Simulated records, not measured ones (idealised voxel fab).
Process module in this document: voxel capacitor over wiring
It is cross-section cut that appears here, measuring 185 nm in width, its square cells being 5 nm in size.
Square cells in a grid make up a cross-section in this document, and the grid is given as bands, listed from the top down, each one or more rows of cells.
Band: top height; bottom height; in nm. Then, left to right: material with width in nm, for each material. "full width": a single material spanning edge to edge. "air": empty space.
Heights are reckoned from 0. Under this level, the received wafer is all of one material. The bottommost band is open-ended downward, for example "top 0, no bottom".
A width given as "30..40" starts at the first number in the band's top row and ends at the second number in its bottom row, shifting by an equal amount at every step from row to row.
Where the words "nothing was modified" appear for a step, the cross-section shows no cell changed by that step; every cell remained as before.
In "closed voids" the enclosed voids are listed, meaning empty spaces of 8 cells or larger without any opening to the top. The form is width x height at distance, distance from the left edge, units nm.
Past the settings on a step's line: simulator remark, on that step.
You can add "overlay nm" to a step's line. For a step with a mask, it describes how far the mask lay to the right of its planned position, and a negative number describes a lay to the left.

**The process steps that were planned are listed below**
1: RECEIVE: material Si
2: CONFORMAL_DEP: material SiO2, thk nm 15
3: CONFORMAL_DEP: material SiCN, thk nm 5
4: DIRECTIONAL_DEP: material lowk, thk nm 20
5: DIRECTIONAL_DEP: material aC, thk nm 15
6: PATTERN: tone open, mask id METAL_1, material resist, width nm 20, pitch nm 75, thk nm 35, overlay nm 0
7: DIRECTIONAL_ETCH: etch materials aC, depth nm 15
8: STRIP: etch materials resist
9: DIRECTIONAL_ETCH: etch materials lowk, depth nm 20
10: DIRECTIONAL_ETCH: etch materials SiCN, depth nm 5
11: STRIP: etch materials aC
12: CONFORMAL_DEP: material TiN, thk nm 5
13: FILL_DEP: material W, thk nm 5
14: CMP: height nm 40
15: CONFORMAL_DEP: material SiCN, thk nm 5
16: DIRECTIONAL_DEP: material SiO2, thk nm 15
17: PATTERN: tone open, mask id PLUG_1, material resist, width nm 15, thk nm 20, overlay nm 0
18: DIRECTIONAL_ETCH: etch materials SiO2, depth nm 15
19: DIRECTIONAL_ETCH: etch materials SiCN, depth nm 5
20: STRIP: etch materials resist
21: EPI: material Ru, thk nm 10
22: EPI: material Ru, thk nm 10
23: DIRECTIONAL_DEP: material TiN, thk nm 5
24: DIRECTIONAL_DEP: material Al2O3, thk nm 5
25: DIRECTIONAL_DEP: material TiN, thk nm 5
26: DIRECTIONAL_DEP: material aC, thk nm 15
27: PATTERN: tone cover, mask id UPPER_PLATE, material resist, width nm 60, thk nm 30, overlay nm 0
28: DIRECTIONAL_ETCH: etch materials aC, depth nm 15
29: STRIP: etch materials resist
30: DIRECTIONAL_ETCH: etch materials TiN, depth nm 5
31: DIRECTIONAL_ETCH: etch materials Al2O3, depth nm 5
32: STRIP: etch materials aC
33: PATTERN: tone cover, mask id LOWER_PLATE, material resist, width nm 70, thk nm 20, overlay nm 0
34: DIRECTIONAL_ETCH: etch materials TiN, depth nm 5
35: STRIP: etch materials resist
36: FILL_DEP: material SiO2, thk nm 15
37: CMP: height nm 85
38: MASKED_ETCH: tone open, mask id PLUG_2, width nm 15, etch materials SiO2, depth nm 10, overlay nm 0
39: CONFORMAL_DEP: material TiN, thk nm 5
40: FILL_DEP: material Ru, thk nm 5
41: CMP: height nm 85
42: CONFORMAL_DEP: material SiN, thk nm 5

**Cross-sectional view of the wafer in its as-received condition, corresponding to the state after step 1**
    top 0, no bottom = Si full width
    closed voids: none

**One mistake in running the module, otherwise start and plan as above: cross-section at the end**
    top 90, bottom 85 = SiN full width
    top 85, bottom 80 = SiO2: 65; TiN: 5; Ru: 5; TiN: 5; SiO2: 105
    top 80, bottom 70 = SiO2: 65..50; TiN: 15..60; SiO2: 105..75
    top 70, bottom 65 = SiO2: 50; Al2O3: 60; SiO2: 75
    top 65, bottom 60 = SiO2: 45; TiN: 70; SiO2: 70
    top 60, bottom 45 = SiO2: 50; Ru: 15; SiO2: 120
    top 45, bottom 40 = SiCN: 50; Ru: 15; SiCN: 120
    top 40, bottom 20 = lowk: 45; TiN: 5; W: 10; TiN: 5; lowk: 55; TiN: 5; W: 10; TiN: 5; lowk: 45
    top 20, bottom 15 = SiCN: 45; TiN: 20; SiCN: 55; TiN: 20; SiCN: 45
    top 15, bottom 0 = SiO2 full width
    top 0, no bottom = Si full width
    closed voids: none
So what did we get wrong on this run? for step 38, the planned setting was not used; the step was instead run as MASKED_ETCH: tone open, mask id PLUG_2, width nm 15, etch materials SiO2, depth nm 10, overlay nm 5
